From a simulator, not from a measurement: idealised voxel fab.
This section sets out a process module, namely voxel wiring stack.
The cross-section shown here is cut; it is 260 nm wide and divided into square cells measuring 5 nm on a side.
Reading order for cross-sections: top band down to bottom band. Underlying form: a grid of square cells. Band size: one or more rows of cells. For a band, the entry starts with two heights in nm, that of the top and then that of the bottom, and carries on with the band's materials in order from left to right, each alongside its width in nm; the word "throughout" beside a single material means it fills the band edge to edge, and "empty" means empty space. Counting heights begins at 0, where everything beneath is, in the wafer as received, one material. The lowest band has no bottom; it goes on downwards, as "0 nm and below" shows. Per-row width for "30->40": begins at first number (top row of band), ends at second number (bottom row), increment between rows held constant. "identical to before" means the step left every cell of the cross-section as it was. Reported under the label "Closed void list" are the empty spaces having no open way to the top and comprising 8 cells or more; the notation for each is width x height at distance, in which the distance is measured from the left edge and all three values are in nm. On each step's line, the part that comes after the settings is the simulator's own comment on the step. Each step line may optionally specify "overlay nm", which for a step with a mask gives the rightward distance between the mask's planned place and where it lay, a negative value indicating the leftward direction.

**Process steps (planned)**
| 1 | RECEIVE,material Si |
| 2 | CONFORMAL_DEP,material SiO2,thk nm 15 |
| 3 | CONFORMAL_DEP,material SiN,thk nm 5 |
| 4 | DIRECTIONAL_DEP,material SiO2,thk nm 20 |
| 5 | PATTERN,tone open,mask id METAL_1,material resist,width nm 30,pitch nm 60,thk nm 20,overlay nm 0 |
| 6 | DIRECTIONAL_ETCH,etch materials SiO2,depth nm 20 |
| 7 | DIRECTIONAL_ETCH,etch materials SiN,depth nm 5 |
| 8 | STRIP,etch materials resist |
| 9 | CONFORMAL_DEP,material TiN,thk nm 5 |
| 10 | FILL_DEP,material Cu,thk nm 5 |
| 11 | CMP,height nm 40 |
| 12 | CONFORMAL_DEP,material SiCN,thk nm 5 |
| 13 | DIRECTIONAL_DEP,material lowk,thk nm 30 |
| 14 | PATTERN,tone open,mask id METAL_2_HOLES,material resist,width nm 15,pitch nm 120,thk nm 20,overlay nm 0 |
| 15 | DIRECTIONAL_ETCH,etch materials lowk,depth nm 30 |
| 16 | STRIP,etch materials resist |
| 17 | DIRECTIONAL_DEP,material aC,thk nm 15 |
| 18 | PATTERN,tone open,mask id METAL_2,material resist,width nm 30,pitch nm 60,thk nm 35,overlay nm 0 |
| 19 | DIRECTIONAL_ETCH,etch materials aC,depth nm 15 |
| 20 | STRIP,etch materials resist |
| 21 | DIRECTIONAL_ETCH,etch materials lowk,depth nm 15 |
| 22 | DIRECTIONAL_ETCH,etch materials SiCN,depth nm 5 |
| 23 | STRIP,etch materials aC |
| 24 | CONFORMAL_DEP,material TiN,thk nm 5 |
| 25 | FILL_DEP,material Cu,thk nm 5 |
| 26 | CMP,height nm 75 |
| 27 | CONFORMAL_DEP,material SiCN,thk nm 5 |
| 28 | DIRECTIONAL_DEP,material SiO2,thk nm 20 |
| 29 | PATTERN,tone open,mask id PLUG_2,material resist,width nm 15,pitch nm 60,thk nm 15,overlay nm 0 |
| 30 | DIRECTIONAL_ETCH,etch materials SiO2,depth nm 20 |
| 31 | DIRECTIONAL_ETCH,etch materials SiCN,depth nm 5 |
| 32 | STRIP,etch materials resist |
| 33 | CONFORMAL_DEP,material TiN,thk nm 5 |
| 34 | FILL_DEP,material Cu,thk nm 10 |
| 35 | CMP,height nm 100 |
| 36 | DIRECTIONAL_DEP,material TiN,thk nm 5 |
| 37 | DIRECTIONAL_DEP,material W,thk nm 25 |
| 38 | MASKED_ETCH,tone cover,mask id METAL_3,width nm 30,pitch nm 60,etch materials W,depth nm 25,overlay nm 0 |
| 39 | MASKED_ETCH,tone cover,mask id METAL_3,width nm 30,pitch nm 60,etch materials TiN,depth nm 5,overlay nm 0 |
| 40 | CONFORMAL_DEP,material SiCN,thk nm 5 |
| 41 | FILL_DEP,material SiO2,thk nm 10 |
| 42 | CMP,height nm 130 |
| 43 | CONFORMAL_DEP,material SiCN,thk nm 5 |
| 44 | DIRECTIONAL_DEP,material lowk,thk nm 20 |
| 45 | MASKED_ETCH,tone open,mask id PLUG_3,width nm 15,pitch nm 120,etch materials lowk,depth nm 20,overlay nm 0 |
| 46 | MASKED_ETCH,tone open,mask id PLUG_3,width nm 15,pitch nm 120,etch materials SiCN,depth nm 5,overlay nm 0 |
| 47 | EPI,material Ru,thk nm 10 |
| 48 | EPI,material Ru,thk nm 10 |
| 49 | EPI,material Ru,thk nm 5 |
| 50 | CONFORMAL_DEP,material SiCN,thk nm 5 |
| 51 | DIRECTIONAL_DEP,material SiO2,thk nm 25 |
| 52 | PATTERN,tone open,mask id METAL_4,material resist,width nm 30,pitch nm 60,thk nm 20,overlay nm 0 |
| 53 | DIRECTIONAL_ETCH,etch materials SiO2,depth nm 25 |
| 54 | DIRECTIONAL_ETCH,etch materials SiCN,depth nm 5 |
| 55 | STRIP,etch materials resist |
| 56 | CONFORMAL_DEP,material TiN,thk nm 5 |
| 57 | FILL_DEP,material W,thk nm 5 |
| 58 | CMP,height nm 185 |
| 59 | EPI,material Ru,thk nm 5 |
| 60 | FILL_DEP,material SiCN,thk nm 5 |

**Incoming wafer, cross-sectional view, post step 1**
> 0 nm and below  Si throughout
> Closed void list: none

**First of two wafers at the end of the module, shown in cross-section; run carried out as planned**
> 195 nm to 190 nm  SiCN throughout
> 190 nm to 185 nm  SiCN=50 / Ru=40 / SiCN=20 / Ru=40 / SiCN=20 / Ru=40 / SiCN=50
> 185 nm to 160 nm  SiO2=55 / TiN=5 / W=20 / TiN=5 / SiO2=30 / TiN=5 / W=20 / TiN=5 / SiO2=30 / TiN=5 / W=20 / TiN=5 / SiO2=55
> 160 nm to 155 nm  SiCN=55 / TiN=30 / SiCN=30 / TiN=30 / SiCN=30 / TiN=30 / SiCN=55
> 155 nm to 135 nm  lowk=55 / Ru=15 / lowk=105 / Ru=15 / lowk=70
> 135 nm to 130 nm  SiCN=55 / Ru=15 / SiCN=105 / Ru=15 / SiCN=70
> 130 nm to 105 nm  SiO2=50 / SiCN=5 / W=30 / SiCN=5 / SiO2=20 / SiCN=5 / W=30 / SiCN=5 / SiO2=20 / SiCN=5 / W=30 / SiCN=5 / SiO2=50
> 105 nm to 100 nm  SiCN=55 / TiN=30 / SiCN=30 / TiN=30 / SiCN=30 / TiN=30 / SiCN=55
> 100 nm to 80 nm  SiO2=55 / TiN=5 / Cu=5 / TiN=5 / SiO2=45 / TiN=5 / Cu=5 / TiN=5 / SiO2=45 / TiN=5 / Cu=5 / TiN=5 / SiO2=70
> 80 nm to 75 nm  SiCN=55 / TiN=15 / SiCN=45 / TiN=15 / SiCN=45 / TiN=15 / SiCN=70
> 75 nm to 65 nm  lowk=55 / TiN=5 / Cu=20 / TiN=5 / lowk=30 / TiN=5 / Cu=20 / TiN=5 / lowk=30 / TiN=5 / Cu=20 / TiN=5 / lowk=55
> 65 nm to 60 nm  lowk=55 / TiN=5 / Cu=5 / TiN=20 / lowk=30 / TiN=30 / lowk=30 / TiN=5 / Cu=5 / TiN=20 / lowk=55
> 60 nm to 45 nm  lowk=55 / TiN=5 / Cu=5 / TiN=5 / lowk=105 / TiN=5 / Cu=5 / TiN=5 / lowk=70
> 45 nm to 40 nm  SiCN=55 / TiN=15 / SiCN=105 / TiN=15 / SiCN=70
> 40 nm to 20 nm  SiO2=55 / TiN=5 / Cu=20 / TiN=5 / SiO2=30 / TiN=5 / Cu=20 / TiN=5 / SiO2=30 / TiN=5 / Cu=20 / TiN=5 / SiO2=55
> 20 nm to 15 nm  SiN=55 / TiN=30 / SiN=30 / TiN=30 / SiN=30 / TiN=30 / SiN=55
> 15 nm to 0 nm  SiO2 throughout
> 0 nm and below  Si throughout
> Closed void list: none

**second wafer at the end: like start, like plan, one mistake**
> 195 nm to 190 nm  SiCN throughout
> 190 nm to 185 nm  SiCN=50 / Ru=40 / SiCN=20 / Ru=40 / SiCN=20 / Ru=40 / SiCN=50
> 185 nm to 160 nm  SiO2=55 / TiN=5 / W=20 / TiN=5 / SiO2=30 / TiN=5 / W=20 / TiN=5 / SiO2=30 / TiN=5 / W=20 / TiN=5 / SiO2=55
> 160 nm to 155 nm  SiCN=55 / TiN=30 / SiCN=30 / TiN=30 / SiCN=30 / TiN=30 / SiCN=55
> 155 nm to 135 nm  lowk=55 / Ru=15 / lowk=105 / Ru=15 / lowk=70
> 135 nm to 130 nm  SiCN=55 / Ru=15 / SiCN=105 / Ru=15 / SiCN=70
> 130 nm to 105 nm  SiO2=50 / SiCN=5 / W=30 / SiCN=5 / SiO2=20 / SiCN=5 / W=30 / SiCN=5 / SiO2=20 / SiCN=5 / W=30 / SiCN=5 / SiO2=50
> 105 nm to 100 nm  SiCN=55 / TiN=30 / SiCN=30 / TiN=30 / SiCN=30 / TiN=30 / SiCN=55
> 100 nm to 80 nm  SiO2=55 / TiN=5 / Cu=5 / TiN=5 / SiO2=45 / TiN=5 / Cu=5 / TiN=5 / SiO2=45 / TiN=5 / Cu=5 / TiN=5 / SiO2=70
> 80 nm to 75 nm  SiCN=55 / TiN=15 / SiCN=45 / TiN=15 / SiCN=45 / TiN=15 / SiCN=70
> 75 nm to 65 nm  lowk=55 / TiN=5 / Cu=20 / TiN=5 / lowk=30 / TiN=5 / Cu=20 / TiN=5 / lowk=30 / TiN=5 / Cu=20 / TiN=5 / lowk=55
> 65 nm to 60 nm  lowk=55 / TiN=5 / Cu=5 / TiN=20 / lowk=30 / TiN=30 / lowk=30 / TiN=5 / Cu=5 / TiN=20 / lowk=55
> 60 nm to 45 nm  lowk=55 / TiN=5 / Cu=5 / TiN=5 / lowk=105 / TiN=5 / Cu=5 / TiN=5 / lowk=70
> 45 nm to 40 nm  SiCN=55 / TiN=15 / SiCN=105 / TiN=15 / SiCN=70
> 40 nm to 35 nm  TiN=60 / Cu=20 / TiN=40 / Cu=20 / TiN=40 / Cu=20 / TiN=60
> 35 nm to 15 nm  SiO2=55 / TiN=5 / Cu=20 / TiN=5 / SiO2=30 / TiN=5 / Cu=20 / TiN=5 / SiO2=30 / TiN=5 / Cu=20 / TiN=5 / SiO2=55
> 15 nm to 10 nm  SiN=55 / TiN=30 / SiN=30 / TiN=30 / SiN=30 / TiN=30 / SiN=55
> 10 nm to 0 nm  SiO2 throughout
> 0 nm and below  Si throughout
> Closed void list: none
Which mistake was made when the wafer was run? the process deviated at step 2: the operation and settings actually run there were CONFORMAL_DEP,material SiO2,thk nm 10
Materials where the second wafer ends with more or fewer cells than the first: 12 more of Cu | 52 fewer of SiO2 | 40 more of TiN
